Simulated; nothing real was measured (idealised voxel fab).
Documented hereafter: the process module known as voxel gate over fins.
For reference, the cross-section in this document is cut, with width 260 nm and square cells of 5 nm.
Throughout this document, each cross-section is represented as a grid of square cells and is presented as a sequence of bands enumerated from the top downward, where a band comprises one or more rows of cells.
First you get the band's top height and its bottom height, in nm, and then the materials it's made of, left to right, with each width in nm. If you see a single material with "everywhere", that one covers the band edge to edge. "blank" is empty space.
Note: height 0 marks the level under which the wafer is uniformly one material as received. Lowest band unbounded below, written "z 0 and below".
The notation "30 to 40" denotes a width that varies across the rows of cells in the band, beginning at the first number in the top row, finishing at the second number in the bottom row, and changing by an identical amount from each row to the next.
When a step is marked "no alterations made", none of the cells in the cross-section changed during that step.
Reported under the label "Tabulated closed voids" are the empty spaces having no open way to the top and comprising 8 cells or more; the notation for each is width x height at distance, in which the distance is measured from the left edge and all three values are in nm.
Whatever follows a step's settings on its line is a remark the simulator itself makes about that step.
The optional step-line setting "overlay nm" applies to steps with a mask and quantifies how far to the right of its planned location the mask lay, a negative value indicating leftward placement.

This section lists the process steps that were planned
1) RECEIVE with material Si
2) CONFORMAL_DEP with material SiN, thk nm 5
3) MASKED_ETCH with tone cover, mask id FINS, width nm 15, pitch nm 50, etch materials SiN, depth nm 5, overlay nm 0
4) MASKED_ETCH with tone cover, mask id FINS, width nm 15, pitch nm 50, etch materials Si, depth nm 35, overlay nm 0
5) OXIDIZE with depth nm 5
6) FILL_DEP with material SiO2, thk nm 15
7) CMP with height nm 5
8) MASKED_ETCH with tone open, mask id RAIL, width nm 15, etch materials SiO2, depth nm 35, overlay nm 0
9) CONFORMAL_DEP with material TiN, thk nm 5
10) FILL_DEP with material Ru, thk nm 5
11) CMP with height nm 5
12) SELECTIVE_ETCH with etch materials W Ru TiN, depth nm 20
13) FILL_DEP with material SiO2, thk nm 5
14) CMP with height nm 5
15) SELECTIVE_ETCH with etch materials SiO2, depth nm 15
16) STRIP with etch materials SiN
17) CONFORMAL_DEP with material HfO2, thk nm 5
18) CONFORMAL_DEP with material TiN, thk nm 5
19) CONFORMAL_DEP with material TiAl, thk nm 5
20) CONFORMAL_DEP with material TiN, thk nm 5
21) FILL_DEP with material W, thk nm 10
22) CMP with height nm 25
23) CONFORMAL_DEP with material SiCN, thk nm 5

Cross-section of the wafer upon arrival, representing the state reached after step 1
    z 0 and below: Si everywhere
    Tabulated closed voids: none

Cross-section: first of two wafers, module finished, run according to plan
    z 30 to 25: SiCN everywhere
    z 25 to 20: W everywhere
    z 20 to 15: 30 of W, then 45 of TiN, then 5 of W, then 45 of TiN, then 5 of W, then 45 of TiN, then 5 of W, then 45 of TiN, then 35 of W
    z 15 to 10: 30 of W, then 5 of TiN, then 35 of TiAl, then 5 of TiN, then 5 of W, then 5 of TiN, then 35 of TiAl, then 5 of TiN, then 5 of W, then 5 of TiN, then 35 of TiAl, then 5 of TiN, then 5 of W, then 5 of TiN, then 35 of TiAl, then 5 of TiN, then 35 of W
    z 10 to 5: 35 of TiN, then 5 of TiAl, then 25 of TiN, then 5 of TiAl, then 15 of TiN, then 5 of TiAl, then 25 of TiN, then 5 of TiAl, then 15 of TiN, then 5 of TiAl, then 25 of TiN, then 5 of TiAl, then 15 of TiN, then 5 of TiAl, then 25 of TiN, then 5 of TiAl, then 40 of TiN
    z 5 to 0: 40 of TiAl, then 5 of TiN, then 15 of HfO2, then 5 of TiN, then 25 of TiAl, then 5 of TiN, then 15 of HfO2, then 5 of TiN, then 25 of TiAl, then 5 of TiN, then 15 of HfO2, then 5 of TiN, then 25 of TiAl, then 5 of TiN, then 15 of HfO2, then 5 of TiN, then 45 of TiAl
    z 0 to -5: 45 of TiN, then 5 of HfO2, then 5 of Si, then 5 of HfO2, then 35 of TiN, then 5 of HfO2, then 5 of Si, then 5 of HfO2, then 35 of TiN, then 5 of HfO2, then 5 of Si, then 5 of HfO2, then 35 of TiN, then 5 of HfO2, then 5 of Si, then 5 of HfO2, then 50 of TiN
    z -5 to -10: 50 of HfO2, then 5 of Si, then 45 of HfO2, then 5 of Si, then 45 of HfO2, then 5 of Si, then 45 of HfO2, then 5 of Si, then 55 of HfO2
    z -10 to -15: 50 of SiO2, then 5 of Si, then 45 of SiO2, then 5 of Si, then 45 of SiO2, then 5 of Si, then 45 of SiO2, then 5 of Si, then 55 of SiO2
    z -15 to -25: 50 of SiO2, then 5 of Si, then 15 of SiO2, then 5 of TiN, then 5 of Ru, then 5 of TiN, then 15 of SiO2, then 5 of Si, then 45 of SiO2, then 5 of Si, then 45 of SiO2, then 5 of Si, then 55 of SiO2
    z -25 to -30: 50 of SiO2, then 5 of Si, then 15 of SiO2, then 15 of TiN, then 15 of SiO2, then 5 of Si, then 45 of SiO2, then 5 of Si, then 45 of SiO2, then 5 of Si, then 55 of SiO2
    z -30 to -40: 50 of SiO2, then 5 of Si, then 45 of SiO2, then 5 of Si, then 45 of SiO2, then 5 of Si, then 45 of SiO2, then 5 of Si, then 55 of SiO2
    z -40 and below: Si everywhere
    Tabulated closed voids: none

Cross-section of the latter of the two wafers at module completion. It had an identical start and an identical plan to the former; in running it, one mistake was made
    z 30 to 25: SiCN everywhere
    z 25 to 20: W everywhere
    z 20 to 15: 30 of W, then 200 of TiN, then 30 of W
    z 15 to 10: 30 of W, then 5 of TiN, then 40 of TiAl, then 10 of TiN, then 40 of TiAl, then 10 of TiN, then 40 of TiAl, then 10 of TiN, then 40 of TiAl, then 5 of TiN, then 30 of W
    z 10 to 5: 35 of TiN, then 5 of TiAl, then 30 of TiN, then 5 of TiAl, then 10 of TiN, then 5 of TiAl, then 30 of TiN, then 5 of TiAl, then 10 of TiN, then 5 of TiAl, then 30 of TiN, then 5 of TiAl, then 10 of TiN, then 5 of TiAl, then 30 of TiN, then 5 of TiAl, then 35 of TiN
    z 5 to 0: 40 of TiAl, then 5 of TiN, then 20 of HfO2, then 5 of TiN, then 20 of TiAl, then 5 of TiN, then 20 of HfO2, then 5 of TiN, then 20 of TiAl, then 5 of TiN, then 20 of HfO2, then 5 of TiN, then 20 of TiAl, then 5 of TiN, then 20 of HfO2, then 5 of TiN, then 40 of TiAl
    z 0 to -5: 45 of TiN, then 5 of HfO2, then 10 of Si, then 5 of HfO2, then 30 of TiN, then 5 of HfO2, then 10 of Si, then 5 of HfO2, then 30 of TiN, then 5 of HfO2, then 10 of Si, then 5 of HfO2, then 30 of TiN, then 5 of HfO2, then 10 of Si, then 5 of HfO2, then 45 of TiN
    z -5 to -10: 50 of HfO2, then 10 of Si, then 40 of HfO2, then 10 of Si, then 40 of HfO2, then 10 of Si, then 40 of HfO2, then 10 of Si, then 50 of HfO2
    z -10 to -15: 50 of SiO2, then 10 of Si, then 40 of SiO2, then 10 of Si, then 40 of SiO2, then 10 of Si, then 40 of SiO2, then 10 of Si, then 50 of SiO2
    z -15 to -25: 50 of SiO2, then 10 of Si, then 10 of SiO2, then 5 of TiN, then 5 of Ru, then 5 of TiN, then 15 of SiO2, then 10 of Si, then 40 of SiO2, then 10 of Si, then 40 of SiO2, then 10 of Si, then 50 of SiO2
    z -25 to -30: 50 of SiO2, then 10 of Si, then 10 of SiO2, then 15 of TiN, then 15 of SiO2, then 10 of Si, then 40 of SiO2, then 10 of Si, then 40 of SiO2, then 10 of Si, then 50 of SiO2
    z -30 to -40: 50 of SiO2, then 10 of Si, then 40 of SiO2, then 10 of Si, then 40 of SiO2, then 10 of Si, then 40 of SiO2, then 10 of Si, then 50 of SiO2
    z -40 and below: Si everywhere
    Tabulated closed voids: none
Against the plan, the run slipped here: step 3 was not run as planned; what actually ran was MASKED_ETCH with tone cover, mask id FINS, width nm 20, pitch nm 50, etch materials SiN, depth nm 5, overlay nm 0
Per the end-of-run cell counts, the second wafer holds more or fewer of some materials than the first: +32 Si | -24 SiO2 | -8 W
